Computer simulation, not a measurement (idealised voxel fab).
Process module heading - voxel gate over fins
Square cell edge 5 nm, section width 175 nm, ID cut.
Cross-section spec: square-cell grid; bands listed top down; each band is one or more rows.
Top, bottom (nm), then materials left to right with widths (nm); lone material tagged "all across" fills the whole band edge to edge; "empty" = empty space.
Heights are expressed relative to 0, this being the level below which the as-received wafer comprises one material exclusively. The lowest band is unbounded in the downward direction and is denoted as in "z 0 and below".
When a width is written as two numbers, as in "30..40", the first number is the width in the top row of cells of the band and the second is the width in its bottom row, and the width changes by the same amount from each row to the next.
Basically "everything unchanged" means that step didn't change any cell in the cross-section.
"Enclosed empty spaces" - sealed voids, min. 8 cells, no opening to top; format: width x height at distance (distance from left edge; nm throughout).
Post-settings text on a step line: simulator's own remark regarding the step.
The setting "overlay nm" may be written on the line of a step. When the step uses a mask, the value reports how far to the right of the planned place the mask lay, and a negative value reports that it lay to the left.

**The steps planned for the process are as follows**
1) RECEIVE with material Si
2) CONFORMAL_DEP with material SiN, thk nm 10
3) PATTERN with tone cover, mask id FINS, material resist, width nm 15, pitch nm 35, thk nm 20, overlay nm 0
4) DIRECTIONAL_ETCH with etch materials SiN, depth nm 10
5) DIRECTIONAL_ETCH with etch materials Si, depth nm 30
6) STRIP with etch materials resist
7) OXIDIZE with depth nm 5
8) FILL_DEP with material SiO2, thk nm 15
9) CMP with height nm 10
10) SELECTIVE_ETCH with etch materials SiO2, depth nm 25
11) STRIP with etch materials SiN
12) CONFORMAL_DEP with material HfO2, thk nm 5
13) CONFORMAL_DEP with material TiN, thk nm 5
14) CONFORMAL_DEP with material TiAl, thk nm 5
15) CONFORMAL_DEP with material TiN, thk nm 5
16) FILL_DEP with material W, thk nm 15
17) CMP with height nm 30
18) CONFORMAL_DEP with material SiCN, thk nm 10

**First of two wafers: run as planned**

**The cross-section here shows the wafer as received, i.e. in its state after step 1**
* z 0 and below  Si all across
* Enclosed empty spaces: none

**After step 2: wafer cross-section**
* z 10 to 0  SiN all across
* Whatever lies below 0 is exactly as it was before.

**After step 3: wafer cross-section**
* z 30 to 10  empty: 45 / resist: 15 / empty: 20 / resist: 15 / empty: 20 / resist: 15 / empty: 45
* Whatever lies below 10 is exactly as it was before.

**After step 4: wafer cross-section**
* z 30 to 10  empty: 45 / resist: 15 / empty: 20 / resist: 15 / empty: 20 / resist: 15 / empty: 45
* z 10 to 0  empty: 45 / SiN: 15 / empty: 20 / SiN: 15 / empty: 20 / SiN: 15 / empty: 45
* Whatever lies below 0 is exactly as it was before.

**After step 5: wafer cross-section**
* z 30 to 10  empty: 45 / resist: 15 / empty: 20 / resist: 15 / empty: 20 / resist: 15 / empty: 45
* z 10 to 0  empty: 45 / SiN: 15 / empty: 20 / SiN: 15 / empty: 20 / SiN: 15 / empty: 45
* z 0 to -30  empty: 45 / Si: 15 / empty: 20 / Si: 15 / empty: 20 / Si: 15 / empty: 45
* Whatever lies below -30 is exactly as it was before.

**After step 6: wafer cross-section**
* z 10 to 0  empty: 45 / SiN: 15 / empty: 20 / SiN: 15 / empty: 20 / SiN: 15 / empty: 45
* Whatever lies below 0 is exactly as it was before.

**After step 7: wafer cross-section**
* z 10 to 0  empty: 45 / SiN: 15 / empty: 20 / SiN: 15 / empty: 20 / SiN: 15 / empty: 45
* z 0 to -30  empty: 45 / SiO2: 5 / Si: 5 / SiO2: 5 / empty: 20 / SiO2: 5 / Si: 5 / SiO2: 5 / empty: 20 / SiO2: 5 / Si: 5 / SiO2: 5 / empty: 45
* z -30 to -35  SiO2: 50 / Si: 5 / SiO2: 30 / Si: 5 / SiO2: 30 / Si: 5 / SiO2: 50
* Whatever lies below -35 is exactly as it was before.

**After step 8: wafer cross-section**
* z 25 to 10  SiO2 all across
* z 10 to 0  SiO2: 45 / SiN: 15 / SiO2: 20 / SiN: 15 / SiO2: 20 / SiN: 15 / SiO2: 45
* z 0 to -35  SiO2: 50 / Si: 5 / SiO2: 30 / Si: 5 / SiO2: 30 / Si: 5 / SiO2: 50
* Whatever lies below -35 is exactly as it was before.

**After step 9: wafer cross-section**
* z 10 to 0  SiO2: 45 / SiN: 15 / SiO2: 20 / SiN: 15 / SiO2: 20 / SiN: 15 / SiO2: 45
* Whatever lies below 0 is exactly as it was before.

**After step 10: wafer cross-section**
* z 10 to 0  empty: 45 / SiN: 15 / empty: 20 / SiN: 15 / empty: 20 / SiN: 15 / empty: 45
* z 0 to -15  empty: 50 / Si: 5 / empty: 30 / Si: 5 / empty: 30 / Si: 5 / empty: 50
* Whatever lies below -15 is exactly as it was before.

**After step 11: wafer cross-section**
* z 0 to -15  empty: 50 / Si: 5 / empty: 30 / Si: 5 / empty: 30 / Si: 5 / empty: 50
* Whatever lies below -15 is exactly as it was before.

**After step 12: wafer cross-section**
* z 5 to 0  empty: 45 / HfO2: 15 / empty: 20 / HfO2: 15 / empty: 20 / HfO2: 15 / empty: 45
* z 0 to -10  empty: 45 / HfO2: 5 / Si: 5 / HfO2: 5 / empty: 20 / HfO2: 5 / Si: 5 / HfO2: 5 / empty: 20 / HfO2: 5 / Si: 5 / HfO2: 5 / empty: 45
* z -10 to -15  HfO2: 50 / Si: 5 / HfO2: 30 / Si: 5 / HfO2: 30 / Si: 5 / HfO2: 50
* Whatever lies below -15 is exactly as it was before.

**After step 13: wafer cross-section**
* z 10 to 5  empty: 40 / TiN: 25 / empty: 10 / TiN: 25 / empty: 10 / TiN: 25 / empty: 40
* z 5 to 0  empty: 40 / TiN: 5 / HfO2: 15 / TiN: 5 / empty: 10 / TiN: 5 / HfO2: 15 / TiN: 5 / empty: 10 / TiN: 5 / HfO2: 15 / TiN: 5 / empty: 40
* z 0 to -5  empty: 40 / TiN: 5 / HfO2: 5 / Si: 5 / HfO2: 5 / TiN: 5 / empty: 10 / TiN: 5 / HfO2: 5 / Si: 5 / HfO2: 5 / TiN: 5 / empty: 10 / TiN: 5 / HfO2: 5 / Si: 5 / HfO2: 5 / TiN: 5 / empty: 40
* z -5 to -10  TiN: 45 / HfO2: 5 / Si: 5 / HfO2: 5 / TiN: 20 / HfO2: 5 / Si: 5 / HfO2: 5 / TiN: 20 / HfO2: 5 / Si: 5 / HfO2: 5 / TiN: 45
* Whatever lies below -10 is exactly as it was before.

**After step 14: wafer cross-section**
* z 15 to 10  empty: 35 / TiAl: 105 / empty: 35
* z 10 to 5  empty: 35 / TiAl: 5 / TiN: 25 / TiAl: 10 / TiN: 25 / TiAl: 10 / TiN: 25 / TiAl: 5 / empty: 35
* z 5 to 0  empty: 35 / TiAl: 5 / TiN: 5 / HfO2: 15 / TiN: 5 / TiAl: 10 / TiN: 5 / HfO2: 15 / TiN: 5 / TiAl: 10 / TiN: 5 / HfO2: 15 / TiN: 5 / TiAl: 5 / empty: 35
* z 0 to -5  TiAl: 40 / TiN: 5 / HfO2: 5 / Si: 5 / HfO2: 5 / TiN: 5 / TiAl: 10 / TiN: 5 / HfO2: 5 / Si: 5 / HfO2: 5 / TiN: 5 / TiAl: 10 / TiN: 5 / HfO2: 5 / Si: 5 / HfO2: 5 / TiN: 5 / TiAl: 40
* Whatever lies below -5 is exactly as it was before.

**After step 15: wafer cross-section**
* z 20 to 15  empty: 30 / TiN: 115 / empty: 30
* z 15 to 10  empty: 30 / TiN: 5 / TiAl: 105 / TiN: 5 / empty: 30
* z 10 to 5  empty: 30 / TiN: 5 / TiAl: 5 / TiN: 25 / TiAl: 10 / TiN: 25 / TiAl: 10 / TiN: 25 / TiAl: 5 / TiN: 5 / empty: 30
* z 5 to 0  TiN: 35 / TiAl: 5 / TiN: 5 / HfO2: 15 / TiN: 5 / TiAl: 10 / TiN: 5 / HfO2: 15 / TiN: 5 / TiAl: 10 / TiN: 5 / HfO2: 15 / TiN: 5 / TiAl: 5 / TiN: 35
* Whatever lies below 0 is exactly as it was before.

**After step 16: wafer cross-section**
* z 35 to 20  W all across
* z 20 to 15  W: 30 / TiN: 115 / W: 30
* z 15 to 10  W: 30 / TiN: 5 / TiAl: 105 / TiN: 5 / W: 30
* z 10 to 5  W: 30 / TiN: 5 / TiAl: 5 / TiN: 25 / TiAl: 10 / TiN: 25 / TiAl: 10 / TiN: 25 / TiAl: 5 / TiN: 5 / W: 30
* Whatever lies below 5 is exactly as it was before.

**After step 17: wafer cross-section**
* z 30 to 20  W all across
* Whatever lies below 20 is exactly as it was before.

**After step 18: wafer cross-section**
* z 40 to 30  SiCN all across
* Whatever lies below 30 is exactly as it was before.

**second wafer: like start, like plan, one mistake. Through step 2 it matches the first wafer**

**Second wafer, cross-section, planned end of step 3**
* z 30 to 10  empty: 45 / resist: 20 / empty: 15 / resist: 20 / empty: 15 / resist: 20 / empty: 40
* Whatever lies below 10 is exactly as it was before.

**Second wafer, cross-section, planned end of step 4**
* z 30 to 10  empty: 45 / resist: 20 / empty: 15 / resist: 20 / empty: 15 / resist: 20 / empty: 40
* z 10 to 0  empty: 45 / SiN: 20 / empty: 15 / SiN: 20 / empty: 15 / SiN: 20 / empty: 40
* Whatever lies below 0 is exactly as it was before.

**Second wafer, cross-section, planned end of step 5**
* z 30 to 10  empty: 45 / resist: 20 / empty: 15 / resist: 20 / empty: 15 / resist: 20 / empty: 40
* z 10 to 0  empty: 45 / SiN: 20 / empty: 15 / SiN: 20 / empty: 15 / SiN: 20 / empty: 40
* z 0 to -30  empty: 45 / Si: 20 / empty: 15 / Si: 20 / empty: 15 / Si: 20 / empty: 40
* Whatever lies below -30 is exactly as it was before.

**Second wafer, cross-section, planned end of step 6**
* z 10 to 0  empty: 45 / SiN: 20 / empty: 15 / SiN: 20 / empty: 15 / SiN: 20 / empty: 40
* Whatever lies below 0 is exactly as it was before.

**Second wafer, cross-section, planned end of step 7**
* z 10 to 0  empty: 45 / SiN: 20 / empty: 15 / SiN: 20 / empty: 15 / SiN: 20 / empty: 40
* z 0 to -30  empty: 45 / SiO2: 5 / Si: 10 / SiO2: 5 / empty: 15 / SiO2: 5 / Si: 10 / SiO2: 5 / empty: 15 / SiO2: 5 / Si: 10 / SiO2: 5 / empty: 40
* z -30 to -35  SiO2: 50 / Si: 10 / SiO2: 25 / Si: 10 / SiO2: 25 / Si: 10 / SiO2: 45
* Whatever lies below -35 is exactly as it was before.

**Second wafer, cross-section, planned end of step 8**
* z 25 to 10  SiO2 all across
* z 10 to 0  SiO2: 45 / SiN: 20 / SiO2: 15 / SiN: 20 / SiO2: 15 / SiN: 20 / SiO2: 40
* z 0 to -35  SiO2: 50 / Si: 10 / SiO2: 25 / Si: 10 / SiO2: 25 / Si: 10 / SiO2: 45
* Whatever lies below -35 is exactly as it was before.

**Second wafer, cross-section, planned end of step 9**
* z 10 to 0  SiO2: 45 / SiN: 20 / SiO2: 15 / SiN: 20 / SiO2: 15 / SiN: 20 / SiO2: 40
* Whatever lies below 0 is exactly as it was before.

**Second wafer, cross-section, planned end of step 10**
* z 10 to 0  empty: 45 / SiN: 20 / empty: 15 / SiN: 20 / empty: 15 / SiN: 20 / empty: 40
* z 0 to -15  empty: 50 / Si: 10 / empty: 25 / Si: 10 / empty: 25 / Si: 10 / empty: 45
* Whatever lies below -15 is exactly as it was before.

**Second wafer, cross-section, planned end of step 11**
* z 0 to -15  empty: 50 / Si: 10 / empty: 25 / Si: 10 / empty: 25 / Si: 10 / empty: 45
* Whatever lies below -15 is exactly as it was before.

**Second wafer, cross-section, planned end of step 12**
* z 5 to 0  empty: 45 / HfO2: 20 / empty: 15 / HfO2: 20 / empty: 15 / HfO2: 20 / empty: 40
* z 0 to -10  empty: 45 / HfO2: 5 / Si: 10 / HfO2: 5 / empty: 15 / HfO2: 5 / Si: 10 / HfO2: 5 / empty: 15 / HfO2: 5 / Si: 10 / HfO2: 5 / empty: 40
* z -10 to -15  HfO2: 50 / Si: 10 / HfO2: 25 / Si: 10 / HfO2: 25 / Si: 10 / HfO2: 45
* Whatever lies below -15 is exactly as it was before.

**Second wafer, cross-section, planned end of step 13**
* z 10 to 5  empty: 40 / TiN: 30 / empty: 5 / TiN: 30 / empty: 5 / TiN: 30 / empty: 35
* z 5 to 0  empty: 40 / TiN: 5 / HfO2: 20 / TiN: 5 / empty: 5 / TiN: 5 / HfO2: 20 / TiN: 5 / empty: 5 / TiN: 5 / HfO2: 20 / TiN: 5 / empty: 35
* z 0 to -5  empty: 40 / TiN: 5 / HfO2: 5 / Si: 10 / HfO2: 5 / TiN: 5 / empty: 5 / TiN: 5 / HfO2: 5 / Si: 10 / HfO2: 5 / TiN: 5 / empty: 5 / TiN: 5 / HfO2: 5 / Si: 10 / HfO2: 5 / TiN: 5 / empty: 35
* z -5 to -10  TiN: 45 / HfO2: 5 / Si: 10 / HfO2: 5 / TiN: 15 / HfO2: 5 / Si: 10 / HfO2: 5 / TiN: 15 / HfO2: 5 / Si: 10 / HfO2: 5 / TiN: 40
* Whatever lies below -10 is exactly as it was before.

**Second wafer, cross-section, planned end of step 14**
* z 15 to 10  empty: 35 / TiAl: 110 / empty: 30
* z 10 to 5  empty: 35 / TiAl: 5 / TiN: 30 / TiAl: 5 / TiN: 30 / TiAl: 5 / TiN: 30 / TiAl: 5 / empty: 30
* z 5 to 0  empty: 35 / TiAl: 5 / TiN: 5 / HfO2: 20 / TiN: 5 / TiAl: 5 / TiN: 5 / HfO2: 20 / TiN: 5 / TiAl: 5 / TiN: 5 / HfO2: 20 / TiN: 5 / TiAl: 5 / empty: 30
* z 0 to -5  TiAl: 40 / TiN: 5 / HfO2: 5 / Si: 10 / HfO2: 5 / TiN: 5 / TiAl: 5 / TiN: 5 / HfO2: 5 / Si: 10 / HfO2: 5 / TiN: 5 / TiAl: 5 / TiN: 5 / HfO2: 5 / Si: 10 / HfO2: 5 / TiN: 5 / TiAl: 35
* Whatever lies below -5 is exactly as it was before.

**Second wafer, cross-section, planned end of step 15**
* z 20 to 15  empty: 30 / TiN: 120 / empty: 25
* z 15 to 10  empty: 30 / TiN: 5 / TiAl: 110 / TiN: 5 / empty: 25
* z 10 to 5  empty: 30 / TiN: 5 / TiAl: 5 / TiN: 30 / TiAl: 5 / TiN: 30 / TiAl: 5 / TiN: 30 / TiAl: 5 / TiN: 5 / empty: 25
* z 5 to 0  TiN: 35 / TiAl: 5 / TiN: 5 / HfO2: 20 / TiN: 5 / TiAl: 5 / TiN: 5 / HfO2: 20 / TiN: 5 / TiAl: 5 / TiN: 5 / HfO2: 20 / TiN: 5 / TiAl: 5 / TiN: 30
* Whatever lies below 0 is exactly as it was before.

**Second wafer, cross-section, planned end of step 16**
* z 35 to 20  W all across
* z 20 to 15  W: 30 / TiN: 120 / W: 25
* z 15 to 10  W: 30 / TiN: 5 / TiAl: 110 / TiN: 5 / W: 25
* z 10 to 5  W: 30 / TiN: 5 / TiAl: 5 / TiN: 30 / TiAl: 5 / TiN: 30 / TiAl: 5 / TiN: 30 / TiAl: 5 / TiN: 5 / W: 25
* Whatever lies below 5 is exactly as it was before.

**Second wafer, cross-section, planned end of step 17**
* z 30 to 20  W all across
* Whatever lies below 20 is exactly as it was before.

**Second wafer, cross-section, planned end of step 18**
* z 40 to 30  SiCN all across
* Whatever lies below 30 is exactly as it was before.
Finding, execution versus plan: step 3 was processed under conditions differing from the plan, specifically as PATTERN with tone cover, mask id FINS, material resist, width nm 20, pitch nm 35, thk nm 20, overlay nm 0
The final cell counts differ between the wafers, with the second having more or fewer of some materials than the first: Si: 21 more | SiO2: 12 fewer | TiAl: 6 fewer | W: 3 fewer
